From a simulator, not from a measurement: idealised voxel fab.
Process module in this document: voxel quadruple lines
cross-section cut | 300 nm wide | cells 5 nm
We lay out every cross-section as a grid of square cells and spell it out in bands from the top down, where one band means one or more rows of cells. A band entry consists of two parts. The first gives the height of the band's top and the height of its bottom, in nm. The rest lists the band's materials from left to right, each with its width in nm. A single material labelled with the word "all across" fills the band from edge to edge, and the word "blank" marks empty space. All heights in this document are referenced to 0, defined as the level beneath which the wafer, as received, consists entirely of one material. The lowest band is not bounded below; it extends indefinitely downward and is written in the form "0 and below". The expression "30..40" gives the width at the extremes of the band, the first number at its top row of cells and the second at its bottom row, with the width changing by equal amounts from each row to the next in between. What does "nothing was modified" mean for a step? It means no cell of the cross-section changed in that step. Listed in "Trapped void list": every empty space of 8 or more cells without an open way to the top. Form: width x height at distance, the distance being from the left edge, all in nm. Step line, after settings: the simulator's comment on this step. Among the settings permitted on a step's line is "overlay nm"; applied to a step with a mask, it specifies the extent to which the mask lay to the right of its planned position, whereas a negative figure signifies a position to the left.

Here's what the planned process steps look like:
step 1: op RECEIVE | material Si
step 2: op CONFORMAL_DEP | material Al2O3 | thk nm 10
step 3: op DIRECTIONAL_DEP | material W | thk nm 10
step 4: op DIRECTIONAL_DEP | material polySi | thk nm 20
step 5: op DIRECTIONAL_DEP | material aC | thk nm 25
step 6: op PATTERN | tone cover | mask id MANDREL | material resist | width nm 25 | pitch nm 80 | thk nm 35 | overlay nm 0
step 7: op DIRECTIONAL_ETCH | etch materials aC | depth nm 25
step 8: op STRIP | etch materials resist
step 9: op CONFORMAL_DEP | material SiO2 | thk nm 15
step 10: op DIRECTIONAL_ETCH | etch materials SiO2 | depth nm 15
step 11: op STRIP | etch materials aC
step 12: op DIRECTIONAL_ETCH | etch materials polySi | depth nm 20
step 13: op STRIP | etch materials SiO2
step 14: op CONFORMAL_DEP | material SiN | thk nm 5
step 15: op DIRECTIONAL_ETCH | etch materials SiN | depth nm 5
step 16: op STRIP | etch materials polySi
step 17: op DIRECTIONAL_ETCH | etch materials W | depth nm 10
step 18: op STRIP | etch materials SiN
step 19: op FILL_DEP | material lowk | thk nm 10
step 20: op CMP | height nm 20

First of two wafers: run as planned:

Delivered wafer in cross-section: state after step 1:
    0 and below  Si all across
    Trapped void list: none

How the wafer stands in section after step 2:
    10 down to 0  Al2O3 all across
    Heights below 0 show no change.

How the wafer stands in section after step 3:
    20 down to 10  W all across
    Heights below 10 show no change.

How the wafer stands in section after step 4:
    40 down to 20  polySi all across
    Heights below 20 show no change.

How the wafer stands in section after step 5:
    65 down to 40  aC all across
    Heights below 40 show no change.

How the wafer stands in section after step 6:
    100 down to 65  blank: 95, then resist: 25, then blank: 55, then resist: 25, then blank: 100
    Heights below 65 show no change.

How the wafer stands in section after step 7:
    75 down to 65  blank: 95, then resist: 25, then blank: 55, then resist: 25, then blank: 100
    65 down to 40  blank: 95, then aC: 25, then blank: 55, then aC: 25, then blank: 100
    Heights below 40 show no change.

How the wafer stands in section after step 8:
    65 down to 40  blank: 95, then aC: 25, then blank: 55, then aC: 25, then blank: 100
    Heights below 40 show no change.

How the wafer stands in section after step 9:
    80 down to 65  blank: 80, then SiO2: 55, then blank: 25, then SiO2: 55, then blank: 85
    65 down to 55  blank: 80, then SiO2: 15, then aC: 25, then SiO2: 15, then blank: 25, then SiO2: 15, then aC: 25, then SiO2: 15, then blank: 85
    55 down to 40  SiO2: 95, then aC: 25, then SiO2: 55, then aC: 25, then SiO2: 100
    Heights below 40 show no change.

How the wafer stands in section after step 10:
    65 down to 40  blank: 80, then SiO2: 15, then aC: 25, then SiO2: 15, then blank: 25, then SiO2: 15, then aC: 25, then SiO2: 15, then blank: 85
    Heights below 40 show no change.

How the wafer stands in section after step 11:
    65 down to 40  blank: 80, then SiO2: 15, then blank: 25, then SiO2: 15, then blank: 25, then SiO2: 15, then blank: 25, then SiO2: 15, then blank: 85
    Heights below 40 show no change.

How the wafer stands in section after step 12:
    65 down to 40  blank: 80, then SiO2: 15, then blank: 25, then SiO2: 15, then blank: 25, then SiO2: 15, then blank: 25, then SiO2: 15, then blank: 85
    40 down to 20  blank: 80, then polySi: 15, then blank: 25, then polySi: 15, then blank: 25, then polySi: 15, then blank: 25, then polySi: 15, then blank: 85
    Heights below 20 show no change.

How the wafer stands in section after step 13:
    40 down to 20  blank: 80, then polySi: 15, then blank: 25, then polySi: 15, then blank: 25, then polySi: 15, then blank: 25, then polySi: 15, then blank: 85
    Heights below 20 show no change.

How the wafer stands in section after step 14:
    45 down to 40  blank: 75, then SiN: 25, then blank: 15, then SiN: 25, then blank: 15, then SiN: 25, then blank: 15, then SiN: 25, then blank: 80
    40 down to 25  blank: 75, then SiN: 5, then polySi: 15, then SiN: 5, then blank: 15, then SiN: 5, then polySi: 15, then SiN: 5, then blank: 15, then SiN: 5, then polySi: 15, then SiN: 5, then blank: 15, then SiN: 5, then polySi: 15, then SiN: 5, then blank: 80
    25 down to 20  SiN: 80, then polySi: 15, then SiN: 25, then polySi: 15, then SiN: 25, then polySi: 15, then SiN: 25, then polySi: 15, then SiN: 85
    Heights below 20 show no change.

How the wafer stands in section after step 15:
    40 down to 20  blank: 75, then SiN: 5, then polySi: 15, then SiN: 5, then blank: 15, then SiN: 5, then polySi: 15, then SiN: 5, then blank: 15, then SiN: 5, then polySi: 15, then SiN: 5, then blank: 15, then SiN: 5, then polySi: 15, then SiN: 5, then blank: 80
    Heights below 20 show no change.

How the wafer stands in section after step 16:
    40 down to 20  blank: 75, then SiN: 5, then blank: 15, then SiN: 5, then blank: 15, then SiN: 5, then blank: 15, then SiN: 5, then blank: 15, then SiN: 5, then blank: 15, then SiN: 5, then blank: 15, then SiN: 5, then blank: 15, then SiN: 5, then blank: 80
    Heights below 20 show no change.

How the wafer stands in section after step 17:
    40 down to 20  blank: 75, then SiN: 5, then blank: 15, then SiN: 5, then blank: 15, then SiN: 5, then blank: 15, then SiN: 5, then blank: 15, then SiN: 5, then blank: 15, then SiN: 5, then blank: 15, then SiN: 5, then blank: 15, then SiN: 5, then blank: 80
    20 down to 10  blank: 75, then W: 5, then blank: 15, then W: 5, then blank: 15, then W: 5, then blank: 15, then W: 5, then blank: 15, then W: 5, then blank: 15, then W: 5, then blank: 15, then W: 5, then blank: 15, then W: 5, then blank: 80
    Heights below 10 show no change.

How the wafer stands in section after step 18:
    20 down to 10  blank: 75, then W: 5, then blank: 15, then W: 5, then blank: 15, then W: 5, then blank: 15, then W: 5, then blank: 15, then W: 5, then blank: 15, then W: 5, then blank: 15, then W: 5, then blank: 15, then W: 5, then blank: 80
    Heights below 10 show no change.

How the wafer stands in section after step 19:
    30 down to 20  lowk all across
    20 down to 10  lowk: 75, then W: 5, then lowk: 15, then W: 5, then lowk: 15, then W: 5, then lowk: 15, then W: 5, then lowk: 15, then W: 5, then lowk: 15, then W: 5, then lowk: 15, then W: 5, then lowk: 15, then W: 5, then lowk: 80
    Heights below 10 show no change.

How the wafer stands in section after step 20:
    20 down to 10  lowk: 75, then W: 5, then lowk: 15, then W: 5, then lowk: 15, then W: 5, then lowk: 15, then W: 5, then lowk: 15, then W: 5, then lowk: 15, then W: 5, then lowk: 15, then W: 5, then lowk: 15, then W: 5, then lowk: 80
    Heights below 10 show no change.

Okay, second wafer. Nothing different at the start, nothing different in the plan, just one mistake somewhere in the running. As far as step 1, counting that step, it's the first wafer all over again:

What the second wafer looks like in cross-section when step 2 should have wrapped up: nothing was modified

What the second wafer looks like in cross-section when step 3 should have wrapped up:
    10 down to 0  W all across
    Heights below 0 show no change.

What the second wafer looks like in cross-section when step 4 should have wrapped up:
    30 down to 10  polySi all across
    Heights below 10 show no change.

What the second wafer looks like in cross-section when step 5 should have wrapped up:
    55 down to 30  aC all across
    Heights below 30 show no change.

What the second wafer looks like in cross-section when step 6 should have wrapped up:
    90 down to 55  blank: 95, then resist: 25, then blank: 55, then resist: 25, then blank: 100
    Heights below 55 show no change.

What the second wafer looks like in cross-section when step 7 should have wrapped up:
    65 down to 55  blank: 95, then resist: 25, then blank: 55, then resist: 25, then blank: 100
    55 down to 30  blank: 95, then aC: 25, then blank: 55, then aC: 25, then blank: 100
    Heights below 30 show no change.

What the second wafer looks like in cross-section when step 8 should have wrapped up:
    55 down to 30  blank: 95, then aC: 25, then blank: 55, then aC: 25, then blank: 100
    Heights below 30 show no change.

What the second wafer looks like in cross-section when step 9 should have wrapped up:
    70 down to 55  blank: 80, then SiO2: 55, then blank: 25, then SiO2: 55, then blank: 85
    55 down to 45  blank: 80, then SiO2: 15, then aC: 25, then SiO2: 15, then blank: 25, then SiO2: 15, then aC: 25, then SiO2: 15, then blank: 85
    45 down to 30  SiO2: 95, then aC: 25, then SiO2: 55, then aC: 25, then SiO2: 100
    Heights below 30 show no change.

What the second wafer looks like in cross-section when step 10 should have wrapped up:
    55 down to 30  blank: 80, then SiO2: 15, then aC: 25, then SiO2: 15, then blank: 25, then SiO2: 15, then aC: 25, then SiO2: 15, then blank: 85
    Heights below 30 show no change.

What the second wafer looks like in cross-section when step 11 should have wrapped up:
    55 down to 30  blank: 80, then SiO2: 15, then blank: 25, then SiO2: 15, then blank: 25, then SiO2: 15, then blank: 25, then SiO2: 15, then blank: 85
    Heights below 30 show no change.

What the second wafer looks like in cross-section when step 12 should have wrapped up:
    55 down to 30  blank: 80, then SiO2: 15, then blank: 25, then SiO2: 15, then blank: 25, then SiO2: 15, then blank: 25, then SiO2: 15, then blank: 85
    30 down to 10  blank: 80, then polySi: 15, then blank: 25, then polySi: 15, then blank: 25, then polySi: 15, then blank: 25, then polySi: 15, then blank: 85
    Heights below 10 show no change.

What the second wafer looks like in cross-section when step 13 should have wrapped up:
    30 down to 10  blank: 80, then polySi: 15, then blank: 25, then polySi: 15, then blank: 25, then polySi: 15, then blank: 25, then polySi: 15, then blank: 85
    Heights below 10 show no change.

What the second wafer looks like in cross-section when step 14 should have wrapped up:
    35 down to 30  blank: 75, then SiN: 25, then blank: 15, then SiN: 25, then blank: 15, then SiN: 25, then blank: 15, then SiN: 25, then blank: 80
    30 down to 15  blank: 75, then SiN: 5, then polySi: 15, then SiN: 5, then blank: 15, then SiN: 5, then polySi: 15, then SiN: 5, then blank: 15, then SiN: 5, then polySi: 15, then SiN: 5, then blank: 15, then SiN: 5, then polySi: 15, then SiN: 5, then blank: 80
    15 down to 10  SiN: 80, then polySi: 15, then SiN: 25, then polySi: 15, then SiN: 25, then polySi: 15, then SiN: 25, then polySi: 15, then SiN: 85
    Heights below 10 show no change.

What the second wafer looks like in cross-section when step 15 should have wrapped up:
    30 down to 10  blank: 75, then SiN: 5, then polySi: 15, then SiN: 5, then blank: 15, then SiN: 5, then polySi: 15, then SiN: 5, then blank: 15, then SiN: 5, then polySi: 15, then SiN: 5, then blank: 15, then SiN: 5, then polySi: 15, then SiN: 5, then blank: 80
    Heights below 10 show no change.

What the second wafer looks like in cross-section when step 16 should have wrapped up:
    30 down to 10  blank: 75, then SiN: 5, then blank: 15, then SiN: 5, then blank: 15, then SiN: 5, then blank: 15, then SiN: 5, then blank: 15, then SiN: 5, then blank: 15, then SiN: 5, then blank: 15, then SiN: 5, then blank: 15, then SiN: 5, then blank: 80
    Heights below 10 show no change.

What the second wafer looks like in cross-section when step 17 should have wrapped up:
    30 down to 10  blank: 75, then SiN: 5, then blank: 15, then SiN: 5, then blank: 15, then SiN: 5, then blank: 15, then SiN: 5, then blank: 15, then SiN: 5, then blank: 15, then SiN: 5, then blank: 15, then SiN: 5, then blank: 15, then SiN: 5, then blank: 80
    10 down to 0  blank: 75, then W: 5, then blank: 15, then W: 5, then blank: 15, then W: 5, then blank: 15, then W: 5, then blank: 15, then W: 5, then blank: 15, then W: 5, then blank: 15, then W: 5, then blank: 15, then W: 5, then blank: 80
    Heights below 0 show no change.

What the second wafer looks like in cross-section when step 18 should have wrapped up:
    10 down to 0  blank: 75, then W: 5, then blank: 15, then W: 5, then blank: 15, then W: 5, then blank: 15, then W: 5, then blank: 15, then W: 5, then blank: 15, then W: 5, then blank: 15, then W: 5, then blank: 15, then W: 5, then blank: 80
    Heights below 0 show no change.

What the second wafer looks like in cross-section when step 19 should have wrapped up:
    20 down to 10  lowk all across
    10 down to 0  lowk: 75, then W: 5, then lowk: 15, then W: 5, then lowk: 15, then W: 5, then lowk: 15, then W: 5, then lowk: 15, then W: 5, then lowk: 15, then W: 5, then lowk: 15, then W: 5, then lowk: 15, then W: 5, then lowk: 80
    Heights below 0 show no change.

What the second wafer looks like in cross-section when step 20 should have wrapped up: nothing was modified
The mistake made against the process plan was this: step 2 of the plan did not run at all; it was left out
Final difference in cells, second wafer against first, listed per material as more or fewer: 120 fewer of Al2O3, 120 more of lowk
